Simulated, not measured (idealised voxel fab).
voxel gate over fins: a process module
This is section cut - it's 145 nm across, gridded in 5 nm square cells.
Notation: cross-section as square-cell grid; stated in bands, top first, going down; one or more cell rows per band. First you get the band's top height and its bottom height, in nm, and then the materials it's made of, left to right, with each width in nm. If you see a single material with "everywhere", that one covers the band edge to edge. "air" is empty space. A quick word on heights: they are counted from 0, and under that level the wafer as it came to us is one material throughout. The lowest band is different from the rest in having no bottom; it simply continues downward, written as in "0 -> down". Quick explanation for "30..40": the width changes in equal steps down the rows of cells, from the first number in the band's top row to the second number in its bottom row. For the purposes of this document, the phrase "nothing got changed" attached to a step denotes that no cell within the cross-section was modified by that step. Empty spaces without an open route to the top, at least 8 cells in extent, make up the entry "Closed void table"; each is given as width x height at distance, where the distance is measured from the left edge, and all are in nm. What comes after the settings on a step's line is commentary from the simulator itself on that step. You can add "overlay nm" to a step's line. For a step with a mask, it describes how far the mask lay to the right of its planned position, and a negative number describes a lay to the left.
Process steps (planned):
| 1 | RECEIVE (material Si) |
| 2 | CONFORMAL_DEP (material SiN; thk nm 10) |
| 3 | DIRECTIONAL_DEP (material aC; thk nm 15) |
| 4 | PATTERN (tone cover; mask id FINS; material resist; width nm 15; pitch nm 40; thk nm 35; overlay nm 0) |
| 5 | DIRECTIONAL_ETCH (etch materials aC; depth nm 15) |
| 6 | STRIP (etch materials resist) |
| 7 | DIRECTIONAL_ETCH (etch materials SiN; depth nm 10) |
| 8 | DIRECTIONAL_ETCH (etch materials Si; depth nm 30) |
| 9 | STRIP (etch materials aC) |
| 10 | OXIDIZE (depth nm 5) |
| 11 | FILL_DEP (material SiO2; thk nm 10) |
| 12 | CMP (height nm 10) |
| 13 | SELECTIVE_ETCH (etch materials SiO2; depth nm 25) |
| 14 | STRIP (etch materials SiN) |
| 15 | CONFORMAL_DEP (material HfO2; thk nm 5) |
| 16 | CONFORMAL_DEP (material TiN; thk nm 5) |
| 17 | FILL_DEP (material W; thk nm 10) |
| 18 | CMP (height nm 15) |
| 19 | CONFORMAL_DEP (material SiN; thk nm 5) |
As-received state of the wafer in cross-section, equivalent to post-step 1:
    0 -> down: Si everywhere
    Closed void table: none
The first of the two wafers as seen in cross-section once the module was finished; processing followed the plan:
    20 -> 15: SiN everywhere
    15 -> 10: W everywhere
    10 -> 5: W: 20; TiN: 25; W: 15; TiN: 25; W: 15; TiN: 25; W: 20
    5 -> 0: W: 20; TiN: 5; HfO2: 15; TiN: 5; W: 15; TiN: 5; HfO2: 15; TiN: 5; W: 15; TiN: 5; HfO2: 15; TiN: 5; W: 20
    0 -> -5: W: 20; TiN: 5; HfO2: 5; Si: 5; HfO2: 5; TiN: 5; W: 15; TiN: 5; HfO2: 5; Si: 5; HfO2: 5; TiN: 5; W: 15; TiN: 5; HfO2: 5; Si: 5; HfO2: 5; TiN: 5; W: 20
    -5 -> -10: TiN: 25; HfO2: 5; Si: 5; HfO2: 5; TiN: 25; HfO2: 5; Si: 5; HfO2: 5; TiN: 25; HfO2: 5; Si: 5; HfO2: 5; TiN: 25
    -10 -> -15: HfO2: 30; Si: 5; HfO2: 35; Si: 5; HfO2: 35; Si: 5; HfO2: 30
    -15 -> -35: SiO2: 30; Si: 5; SiO2: 35; Si: 5; SiO2: 35; Si: 5; SiO2: 30
    -35 -> down: Si everywhere
    Closed void table: none
Module end: cross-section of wafer two of two. Same start and process plan as the first wafer. One mistake during execution:
    20 -> 15: SiN everywhere
    15 -> 10: W everywhere
    10 -> 5: W: 20; HfO2: 25; W: 15; HfO2: 25; W: 15; HfO2: 25; W: 20
    5 -> 0: W: 20; HfO2: 5; TiN: 15; HfO2: 5; W: 15; HfO2: 5; TiN: 15; HfO2: 5; W: 15; HfO2: 5; TiN: 15; HfO2: 5; W: 20
    0 -> -5: W: 20; HfO2: 5; TiN: 5; Si: 5; TiN: 5; HfO2: 5; W: 15; HfO2: 5; TiN: 5; Si: 5; TiN: 5; HfO2: 5; W: 15; HfO2: 5; TiN: 5; Si: 5; TiN: 5; HfO2: 5; W: 20
    -5 -> -10: HfO2: 25; TiN: 5; Si: 5; TiN: 5; HfO2: 25; TiN: 5; Si: 5; TiN: 5; HfO2: 25; TiN: 5; Si: 5; TiN: 5; HfO2: 25
    -10 -> -15: TiN: 30; Si: 5; TiN: 35; Si: 5; TiN: 35; Si: 5; TiN: 30
    -15 -> -35: SiO2: 30; Si: 5; SiO2: 35; Si: 5; SiO2: 35; Si: 5; SiO2: 30
    -35 -> down: Si everywhere
    Closed void table: none
Where did the run depart from the plan? it was found that steps 15 and 16 of the process plan had been performed in exchanged positions
The two final wafers agree on how many cells each material fills and disagree on which cells those are.
